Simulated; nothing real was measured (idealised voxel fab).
Process module in this document: voxel self aligned vias
Shown is cross-section cut, with a width of 145 nm and square cells of size 5 nm.
Cross-sections here: square-cell grids, written as top-down lists of bands, a band being one or more rows of cells. Band entry format. Leading values: height of top, height of bottom, nm. Remainder: materials in left-to-right order, each with its width in nm. Special words: "all across" on a single material, which then fills the band edge to edge; "air", empty space. Ref level 0: as-received wafer is one material below here. Bottom band extends down with no lower bound ("0 down"). Read "30 to 40" as a graded width: first number on top, second number at the bottom, same change between each pair of neighbouring rows. "all unchanged" means the step left every cell of the cross-section as it was. You'll see "Catalogued sealed voids" listing empty spaces that have no way open to the top, as long as they're 8 cells or more; the notation is width x height at distance, where the distance is from the left edge, and all of it is in nm. Post-settings text on a step line: simulator's own remark regarding the step. "overlay nm", when on a step's line for a step with a mask, measures how far to the right of its planned place the mask lay; a negative measure means to the left.

# plan
| 1 | RECEIVE (material Si) |
| 2 | CONFORMAL_DEP (material SiO2; thk nm 10) |
| 3 | CONFORMAL_DEP (material SiCN; thk nm 5) |
| 4 | DIRECTIONAL_DEP (material SiO2; thk nm 30) |
| 5 | MASKED_ETCH (tone open; mask id LINES; width nm 30; pitch nm 55; etch materials SiO2; depth nm 30; overlay nm 0) |
| 6 | CONFORMAL_DEP (material TiN; thk nm 5) |
| 7 | FILL_DEP (material W; thk nm 5) |
| 8 | CMP (height nm 45) |
| 9 | SELECTIVE_ETCH (etch materials W Ru TiN; depth nm 5) |
| 10 | FILL_DEP (material SiN; thk nm 5) |
| 11 | CMP (height nm 45) |
| 12 | DIRECTIONAL_DEP (material SiO2; thk nm 15) |
| 13 | MASKED_ETCH (tone open; mask id VIAS; width nm 30; etch materials SiO2; depth nm 15; overlay nm 0) |
| 14 | MASKED_ETCH (tone open; mask id VIAS; width nm 40; etch materials SiN; depth nm 5; overlay nm 0) |
| 15 | CONFORMAL_DEP (material TiN; thk nm 5) |
| 16 | FILL_DEP (material Ru; thk nm 5) |
| 17 | CMP (height nm 60) |
| 18 | CONFORMAL_DEP (material SiN; thk nm 5) |
Where the wafers of this document differ is in the width nm of step 13; they start out the same, and the plan states the value that applied to the first wafer.

# The first of several wafers, as received after step 1, seen in section
0 down  Si all across
Catalogued sealed voids: none

# After the module's final step, step 18: the first of several wafers in cross-section
65 to 60  SiN all across
60 to 45  SiO2 30, TiN 5, Ru 20, TiN 5, SiO2 85
45 to 40  SiO2 30, TiN 30, SiO2 25, SiN 30, SiO2 30
40 to 20  SiO2 30, TiN 5, W 20, TiN 5, SiO2 25, TiN 5, W 20, TiN 5, SiO2 30
20 to 15  SiO2 30, TiN 30, SiO2 25, TiN 30, SiO2 30
15 to 10  SiCN all across
10 to 0  SiO2 all across
0 down  Si all across
Catalogued sealed voids: none

# Final wafer cross-section at module end
65 to 60  SiN all across
60 to 50  SiO2 20, TiN 5, Ru 45, TiN 5, SiO2 70
50 to 45  SiO2 20, TiN 15, Ru 20, TiN 20, SiO2 70
45 to 40  SiO2 30, TiN 30, SiO2 25, SiN 30, SiO2 30
40 to 20  SiO2 30, TiN 5, W 20, TiN 5, SiO2 25, TiN 5, W 20, TiN 5, SiO2 30
20 to 15  SiO2 30, TiN 30, SiO2 25, TiN 30, SiO2 30
15 to 10  SiCN all across
10 to 0  SiO2 all across
0 down  Si all across
Catalogued sealed voids: none

# Where each wafer stands at the end of the module, a row apiece: cells of each material gained (+) or lost (-) since it was received, then closed voids
width nm 30, +12 Ru, +29 SiCN, +35 SiN, +229 SiO2, +40 TiN, +32 W, Catalogued sealed voids: none
width nm 35, +14 Ru, +29 SiCN, +35 SiN, +226 SiO2, +41 TiN, +32 W, Catalogued sealed voids: none
width nm 40, +16 Ru, +29 SiCN, +35 SiN, +223 SiO2, +42 TiN, +32 W, Catalogued sealed voids: none
width nm 45, +18 Ru, +29 SiCN, +35 SiN, +220 SiO2, +43 TiN, +32 W, Catalogued sealed voids: none
width nm 50, +20 Ru, +29 SiCN, +35 SiN, +217 SiO2, +44 TiN, +32 W, Catalogued sealed voids: none
width nm 55, +22 Ru, +29 SiCN, +35 SiN, +214 SiO2, +45 TiN, +32 W, Catalogued sealed voids: none
